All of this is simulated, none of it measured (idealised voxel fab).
Process module name: voxel capacitor over wiring
290 nm wide, 5 nm square cells: that's cross-section cut.
Format of a cross-section: grid, square cells. Given as bands. Order: top down. Band: one or more rows of cells. This entry defines a band. It first specifies the height of the band's top and the height of its bottom in nm, and then specifies the band's materials from left to right, stating each material with its width in nm. The word "everywhere" identifies a single material that fills the band from edge to edge, while the word "blank" identifies empty space. The level at which height equals 0 is the one under which the wafer, as it arrives, is entirely one material. No lower edge exists for the bottom band, which continues downward and is notated as in "0 nm and below". Per-row width for "30 to 40": begins at first number (top row of band), ends at second number (bottom row), increment between rows held constant. When a step is marked "nothing got changed", none of the cells in the cross-section changed during that step. Empty spaces without an open route to the top, at least 8 cells in extent, make up the entry "Enclosed void catalog"; each is given as width x height at distance, where the distance is measured from the left edge, and all are in nm. Note: text after step settings on the step line = simulator remark on that step. Regarding "overlay nm": on a step with a mask, it is the distance the mask lay to the right of its planned place; a negative value places it to the left.

## Set out below are the planned steps of the process
1. op RECEIVE | material Si
2. op CONFORMAL_DEP | material SiO2 | thk nm 15
3. op CONFORMAL_DEP | material SiN | thk nm 5
4. op DIRECTIONAL_DEP | material lowk | thk nm 25
5. op DIRECTIONAL_DEP | material aC | thk nm 10
6. op PATTERN | tone open | mask id METAL_1 | material resist | width nm 30 | pitch nm 85 | thk nm 30 | overlay nm 0
7. op DIRECTIONAL_ETCH | etch materials aC | depth nm 10
8. op STRIP | etch materials resist
9. op DIRECTIONAL_ETCH | etch materials lowk | depth nm 25
10. op DIRECTIONAL_ETCH | etch materials SiN | depth nm 5
11. op STRIP | etch materials aC
12. op CONFORMAL_DEP | material TiN | thk nm 5
13. op FILL_DEP | material W | thk nm 5
14. op CMP | height nm 45
15. op CONFORMAL_DEP | material SiCN | thk nm 5
16. op DIRECTIONAL_DEP | material SiO2 | thk nm 15
17. op MASKED_ETCH | tone open | mask id PLUG_1 | width nm 15 | etch materials SiO2 | depth nm 15 | overlay nm 0
18. op MASKED_ETCH | tone open | mask id PLUG_1 | width nm 15 | etch materials SiCN | depth nm 5 | overlay nm 0
19. op EPI | material Ru | thk nm 10
20. op EPI | material Ru | thk nm 10
21. op DIRECTIONAL_DEP | material TiN | thk nm 5
22. op DIRECTIONAL_DEP | material HfO2 | thk nm 5
23. op DIRECTIONAL_DEP | material TiN | thk nm 10
24. op MASKED_ETCH | tone cover | mask id UPPER_PLATE | width nm 60 | etch materials TiN | depth nm 10 | overlay nm 0
25. op MASKED_ETCH | tone cover | mask id UPPER_PLATE | width nm 60 | etch materials HfO2 | depth nm 5 | overlay nm 0
26. op DIRECTIONAL_DEP | material aC | thk nm 10
27. op PATTERN | tone cover | mask id LOWER_PLATE | material resist | width nm 70 | thk nm 25 | overlay nm 0
28. op DIRECTIONAL_ETCH | etch materials aC | depth nm 10
29. op STRIP | etch materials resist
30. op DIRECTIONAL_ETCH | etch materials TiN | depth nm 5
31. op STRIP | etch materials aC
32. op FILL_DEP | material SiO2 | thk nm 20
33. op CMP | height nm 100
34. op DIRECTIONAL_DEP | material aC | thk nm 15
35. op PATTERN | tone open | mask id PLUG_2 | material resist | width nm 15 | thk nm 30 | overlay nm 0
36. op DIRECTIONAL_ETCH | etch materials aC | depth nm 15
37. op STRIP | etch materials resist
38. op DIRECTIONAL_ETCH | etch materials SiO2 | depth nm 15
39. op STRIP | etch materials aC
40. op CONFORMAL_DEP | material TiN | thk nm 5
41. op FILL_DEP | material Cu | thk nm 5
42. op CMP | height nm 100
43. op CONFORMAL_DEP | material SiN | thk nm 5

## Cross-section of the wafer upon arrival, representing the state reached after step 1
0 nm and below: Si everywhere
Enclosed void catalog: none

## Cross-sectional image of the first of two wafers at the end of the module, the run having proceeded as planned
105 nm to 100 nm: SiN everywhere
100 nm to 90 nm: SiO2 110 nm, TiN 5 nm, Cu 5 nm, TiN 5 nm, SiO2 165 nm
90 nm to 85 nm: SiO2 110 nm, TiN 15 nm, SiO2 165 nm
85 nm to 75 nm: SiO2 100 nm, TiN 60 nm, SiO2 130 nm
75 nm to 70 nm: SiO2 100 nm, HfO2 60 nm, SiO2 130 nm
70 nm to 65 nm: SiO2 95 nm, TiN 70 nm, SiO2 125 nm
65 nm to 50 nm: SiO2 100 nm, Ru 15 nm, SiO2 175 nm
50 nm to 45 nm: SiCN 100 nm, Ru 15 nm, SiCN 175 nm
45 nm to 20 nm: lowk 85 nm, TiN 5 nm, W 20 nm, TiN 5 nm, lowk 55 nm, TiN 5 nm, W 20 nm, TiN 5 nm, lowk 90 nm
20 nm to 15 nm: SiN 85 nm, TiN 30 nm, SiN 55 nm, TiN 30 nm, SiN 90 nm
15 nm to 0 nm: SiO2 everywhere
0 nm and below: Si everywhere
Enclosed void catalog: none

## Cross-section, second wafer: same start as the first, same plan as the first, one mistake in running it; taken at the end of the module
105 nm to 100 nm: SiN everywhere
100 nm to 90 nm: SiO2 110 nm, TiN 5 nm, Cu 5 nm, TiN 5 nm, SiO2 165 nm
90 nm to 80 nm: SiO2 110 to 95 nm, TiN 15 to 55 nm, SiO2 165 to 140 nm
80 nm to 75 nm: SiO2 90 nm, TiN 60 nm, SiO2 140 nm
75 nm to 70 nm: SiO2 90 nm, HfO2 70 nm, SiO2 130 nm
70 nm to 65 nm: SiO2 90 nm, TiN 75 nm, SiO2 125 nm
65 nm to 50 nm: SiO2 100 nm, Ru 15 nm, SiO2 175 nm
50 nm to 45 nm: SiCN 100 nm, Ru 15 nm, SiCN 175 nm
45 nm to 20 nm: lowk 85 nm, TiN 5 nm, W 20 nm, TiN 5 nm, lowk 55 nm, TiN 5 nm, W 20 nm, TiN 5 nm, lowk 90 nm
20 nm to 15 nm: SiN 85 nm, TiN 30 nm, SiN 55 nm, TiN 30 nm, SiN 90 nm
15 nm to 0 nm: SiO2 everywhere
0 nm and below: Si everywhere
Enclosed void catalog: none
Short version of what went wrong: step 24, actual vs plan mismatch, actual run op MASKED_ETCH | tone cover | mask id UPPER_PLATE | width nm 60 | etch materials TiN | depth nm 10 | overlay nm -10
End check, counted in cells, second wafer has more or fewer of these materials than the first: 2 more of HfO2; 2 fewer of SiO2
